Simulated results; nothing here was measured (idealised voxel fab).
process module | voxel trench capacitor
cross-section cut | 265 nm wide | cells 5 nm
A cross-section is a grid of square cells, given in bands from the top down. A band is one or more rows of cells.
Each band's line starts with the height of the band's top and of its bottom, in nm. Then come its materials from left to right, each with its width in nm. One material with "throughout" fills the band from edge to edge. "air" is empty space.
Height 0 is the level under which the wafer as received is all one material. The lowest band goes on downwards, as in "0 down".
A width such as "30 to 40" changes by the same amount from each row of cells to the next, from the band's top row to its bottom row.
"no change" after a step means that no cell of the cross-section changed.
closed voids: empty space of 8 cells or more with no open way to the top, each as width x height at its distance from the left edge, in nm
after a step's settings: what the simulator itself notes on the step
overlay nm, on a step with a mask: how far to the right of its planned place the mask lay; to the left if negative
plan
1 op RECEIVE | material Si
2 op CONFORMAL_DEP | material SiN | thk nm 10
3 op PATTERN | tone open | mask id TRENCH | material resist | width nm 30 | pitch nm 45 | thk nm 15 | overlay nm 0
4 op DIRECTIONAL_ETCH | etch materials SiN | depth nm 10
5 op DIRECTIONAL_ETCH | etch materials Si | depth nm 40
6 op STRIP | etch materials resist
7 op CONFORMAL_DEP | material HfO2 | thk nm 5
8 op CONFORMAL_DEP | material TiN | thk nm 5
9 op FILL_DEP | material W | thk nm 5
10 op CMP | height nm 10
first wafer, as planned
as received, after step 1
  0 down: Si throughout
  closed voids: none
after step 2
  10 to 0: SiN throughout
  below 0: unchanged
after step 3
  25 to 10: resist 70 | air 30 | resist 15 | air 30 | resist 15 | air 30 | resist 75
  below 10: unchanged
after step 4
  25 to 10: resist 70 | air 30 | resist 15 | air 30 | resist 15 | air 30 | resist 75
  10 to 0: SiN 70 | air 30 | SiN 15 | air 30 | SiN 15 | air 30 | SiN 75
  below 0: unchanged
after step 5
  25 to 10: resist 70 | air 30 | resist 15 | air 30 | resist 15 | air 30 | resist 75
  10 to 0: SiN 70 | air 30 | SiN 15 | air 30 | SiN 15 | air 30 | SiN 75
  0 to -40: Si 70 | air 30 | Si 15 | air 30 | Si 15 | air 30 | Si 75
  below -40: unchanged
after step 6
  10 to 0: SiN 70 | air 30 | SiN 15 | air 30 | SiN 15 | air 30 | SiN 75
  below 0: unchanged
after step 7
  15 to 10: HfO2 75 | air 20 | HfO2 25 | air 20 | HfO2 25 | air 20 | HfO2 80
  10 to 0: SiN 70 | HfO2 5 | air 20 | HfO2 5 | SiN 15 | HfO2 5 | air 20 | HfO2 5 | SiN 15 | HfO2 5 | air 20 | HfO2 5 | SiN 75
  0 to -35: Si 70 | HfO2 5 | air 20 | HfO2 5 | Si 15 | HfO2 5 | air 20 | HfO2 5 | Si 15 | HfO2 5 | air 20 | HfO2 5 | Si 75
  -35 to -40: Si 70 | HfO2 30 | Si 15 | HfO2 30 | Si 15 | HfO2 30 | Si 75
  below -40: unchanged
after step 8
  20 to 15: TiN 80 | air 10 | TiN 35 | air 10 | TiN 35 | air 10 | TiN 85
  15 to 10: HfO2 75 | TiN 5 | air 10 | TiN 5 | HfO2 25 | TiN 5 | air 10 | TiN 5 | HfO2 25 | TiN 5 | air 10 | TiN 5 | HfO2 80
  10 to 0: SiN 70 | HfO2 5 | TiN 5 | air 10 | TiN 5 | HfO2 5 | SiN 15 | HfO2 5 | TiN 5 | air 10 | TiN 5 | HfO2 5 | SiN 15 | HfO2 5 | TiN 5 | air 10 | TiN 5 | HfO2 5 | SiN 75
  0 to -30: Si 70 | HfO2 5 | TiN 5 | air 10 | TiN 5 | HfO2 5 | Si 15 | HfO2 5 | TiN 5 | air 10 | TiN 5 | HfO2 5 | Si 15 | HfO2 5 | TiN 5 | air 10 | TiN 5 | HfO2 5 | Si 75
  -30 to -35: Si 70 | HfO2 5 | TiN 20 | HfO2 5 | Si 15 | HfO2 5 | TiN 20 | HfO2 5 | Si 15 | HfO2 5 | TiN 20 | HfO2 5 | Si 75
  below -35: unchanged
after step 9
  25 to 20: W throughout
  20 to 15: TiN 80 | W 10 | TiN 35 | W 10 | TiN 35 | W 10 | TiN 85
  15 to 10: HfO2 75 | TiN 5 | W 10 | TiN 5 | HfO2 25 | TiN 5 | W 10 | TiN 5 | HfO2 25 | TiN 5 | W 10 | TiN 5 | HfO2 80
  10 to 0: SiN 70 | HfO2 5 | TiN 5 | W 10 | TiN 5 | HfO2 5 | SiN 15 | HfO2 5 | TiN 5 | W 10 | TiN 5 | HfO2 5 | SiN 15 | HfO2 5 | TiN 5 | W 10 | TiN 5 | HfO2 5 | SiN 75
  0 to -30: Si 70 | HfO2 5 | TiN 5 | W 10 | TiN 5 | HfO2 5 | Si 15 | HfO2 5 | TiN 5 | W 10 | TiN 5 | HfO2 5 | Si 15 | HfO2 5 | TiN 5 | W 10 | TiN 5 | HfO2 5 | Si 75
  below -30: unchanged
after step 10
  10 to 0: SiN 70 | HfO2 5 | TiN 5 | W 10 | TiN 5 | HfO2 5 | SiN 15 | HfO2 5 | TiN 5 | W 10 | TiN 5 | HfO2 5 | SiN 15 | HfO2 5 | TiN 5 | W 10 | TiN 5 | HfO2 5 | SiN 75
  below 0: unchanged
second wafer: like start, like plan, one mistake. Through step 6 it matches the first wafer
when step 7 should have ended
  15 to 10: TiN 75 | air 20 | TiN 25 | air 20 | TiN 25 | air 20 | TiN 80
  10 to 0: SiN 70 | TiN 5 | air 20 | TiN 5 | SiN 15 | TiN 5 | air 20 | TiN 5 | SiN 15 | TiN 5 | air 20 | TiN 5 | SiN 75
  0 to -35: Si 70 | TiN 5 | air 20 | TiN 5 | Si 15 | TiN 5 | air 20 | TiN 5 | Si 15 | TiN 5 | air 20 | TiN 5 | Si 75
  -35 to -40: Si 70 | TiN 30 | Si 15 | TiN 30 | Si 15 | TiN 30 | Si 75
  below -40: unchanged
when step 8 should have ended
  20 to 15: HfO2 80 | air 10 | HfO2 35 | air 10 | HfO2 35 | air 10 | HfO2 85
  15 to 10: TiN 75 | HfO2 5 | air 10 | HfO2 5 | TiN 25 | HfO2 5 | air 10 | HfO2 5 | TiN 25 | HfO2 5 | air 10 | HfO2 5 | TiN 80
  10 to 0: SiN 70 | TiN 5 | HfO2 5 | air 10 | HfO2 5 | TiN 5 | SiN 15 | TiN 5 | HfO2 5 | air 10 | HfO2 5 | TiN 5 | SiN 15 | TiN 5 | HfO2 5 | air 10 | HfO2 5 | TiN 5 | SiN 75
  0 to -30: Si 70 | TiN 5 | HfO2 5 | air 10 | HfO2 5 | TiN 5 | Si 15 | TiN 5 | HfO2 5 | air 10 | HfO2 5 | TiN 5 | Si 15 | TiN 5 | HfO2 5 | air 10 | HfO2 5 | TiN 5 | Si 75
  -30 to -35: Si 70 | TiN 5 | HfO2 20 | TiN 5 | Si 15 | TiN 5 | HfO2 20 | TiN 5 | Si 15 | TiN 5 | HfO2 20 | TiN 5 | Si 75
  below -35: unchanged
when step 9 should have ended
  25 to 20: W throughout
  20 to 15: HfO2 80 | W 10 | HfO2 35 | W 10 | HfO2 35 | W 10 | HfO2 85
  15 to 10: TiN 75 | HfO2 5 | W 10 | HfO2 5 | TiN 25 | HfO2 5 | W 10 | HfO2 5 | TiN 25 | HfO2 5 | W 10 | HfO2 5 | TiN 80
  10 to 0: SiN 70 | TiN 5 | HfO2 5 | W 10 | HfO2 5 | TiN 5 | SiN 15 | TiN 5 | HfO2 5 | W 10 | HfO2 5 | TiN 5 | SiN 15 | TiN 5 | HfO2 5 | W 10 | HfO2 5 | TiN 5 | SiN 75
  0 to -30: Si 70 | TiN 5 | HfO2 5 | W 10 | HfO2 5 | TiN 5 | Si 15 | TiN 5 | HfO2 5 | W 10 | HfO2 5 | TiN 5 | Si 15 | TiN 5 | HfO2 5 | W 10 | HfO2 5 | TiN 5 | Si 75
  below -30: unchanged
when step 10 should have ended
  10 to 0: SiN 70 | TiN 5 | HfO2 5 | W 10 | HfO2 5 | TiN 5 | SiN 15 | TiN 5 | HfO2 5 | W 10 | HfO2 5 | TiN 5 | SiN 15 | TiN 5 | HfO2 5 | W 10 | HfO2 5 | TiN 5 | SiN 75
  below 0: unchanged
what went wrong: steps 7 and 8 were swapped
at the end the second wafer has, in cells: 12 fewer of HfO2 | 12 more of TiN
